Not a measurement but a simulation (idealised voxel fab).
Proc. module: voxel self aligned vias
FYI the section here is cut, 200 nm wide, cells are 5 nm squares.
A cross-section is written here as square cells arranged in a grid, and it is given in bands from the top down, each band taking up one or more rows of cells.
Top height, bottom height, nm. Materials left to right, width each, nm. Single material + "edge to edge" = fills band edge to edge. "blank" = empty.
All heights in this document are referenced to 0, defined as the level beneath which the wafer, as received, consists entirely of one material. The lowest band is not bounded below; it extends indefinitely downward and is written in the form "0..down".
When a width is written as two numbers, as in "30->40", the first number is the width in the top row of cells of the band and the second is the width in its bottom row, and the width changes by the same amount from each row to the next.
"no alteration" after a step means that no cell of the cross-section changed.
Enclosed voids (no open way to top), threshold 8 cells or more, entry "Unvented cavities", notation width x height at distance, distance from left edge, nm.
The remark found on a step's line after its settings is issued by the simulator itself and pertains to that step.
overlay nm: step with mask; distance mask lay right of planned place; negative value = left of planned place.

**Process steps (planned)**
1: op RECEIVE | material Si
2: op CONFORMAL_DEP | material SiO2 | thk nm 15
3: op CONFORMAL_DEP | material SiCN | thk nm 5
4: op DIRECTIONAL_DEP | material SiO2 | thk nm 20
5: op DIRECTIONAL_DEP | material aC | thk nm 10
6: op PATTERN | tone open | mask id LINES | material resist | width nm 20 | pitch nm 70 | thk nm 25 | overlay nm 0
7: op DIRECTIONAL_ETCH | etch materials aC | depth nm 10
8: op STRIP | etch materials resist
9: op DIRECTIONAL_ETCH | etch materials SiO2 | depth nm 20
10: op STRIP | etch materials aC
11: op CONFORMAL_DEP | material TiN | thk nm 5
12: op FILL_DEP | material Ru | thk nm 10
13: op CMP | height nm 40
14: op SELECTIVE_ETCH | etch materials W Ru TiN | depth nm 5
15: op FILL_DEP | material SiN | thk nm 10
16: op CMP | height nm 40
17: op DIRECTIONAL_DEP | material SiO2 | thk nm 15
18: op MASKED_ETCH | tone open | mask id VIAS | width nm 40 | etch materials SiO2 | depth nm 15 | overlay nm 0
19: op MASKED_ETCH | tone open | mask id VIAS | width nm 40 | etch materials SiN | depth nm 5 | overlay nm 0
20: op CONFORMAL_DEP | material TiN | thk nm 5
21: op FILL_DEP | material Cu | thk nm 10
22: op CMP | height nm 55
23: op CONFORMAL_DEP | material SiCN | thk nm 5

**Cross-section, incoming material, after step 1**
  0..down = Si edge to edge
  Unvented cavities: none

**This is how the wafer looks in cross-section once the module is done, given the starting state and plan above and one mistake in carrying the plan out**
  60..55 = SiCN edge to edge
  55..40 = SiO2 (45) / TiN (5) / Cu (30) / TiN (5) / SiO2 (115)
  40..35 = SiN (45) / TiN (40) / SiN (115)
  35..30 = Ru edge to edge
  30..25 = TiN (60) / Ru (10) / TiN (60) / Ru (10) / TiN (60)
  25..10 = SiO2 (55) / TiN (5) / Ru (10) / TiN (5) / SiO2 (50) / TiN (5) / Ru (10) / TiN (5) / SiO2 (55)
  10..5 = SiO2 (55) / TiN (20) / SiO2 (50) / TiN (20) / SiO2 (55)
  5..0 = SiCN edge to edge
  0..down = Si edge to edge
  Unvented cavities: none
Misprocessing identified: the run left out plan step 2 entirely, so it was never executed
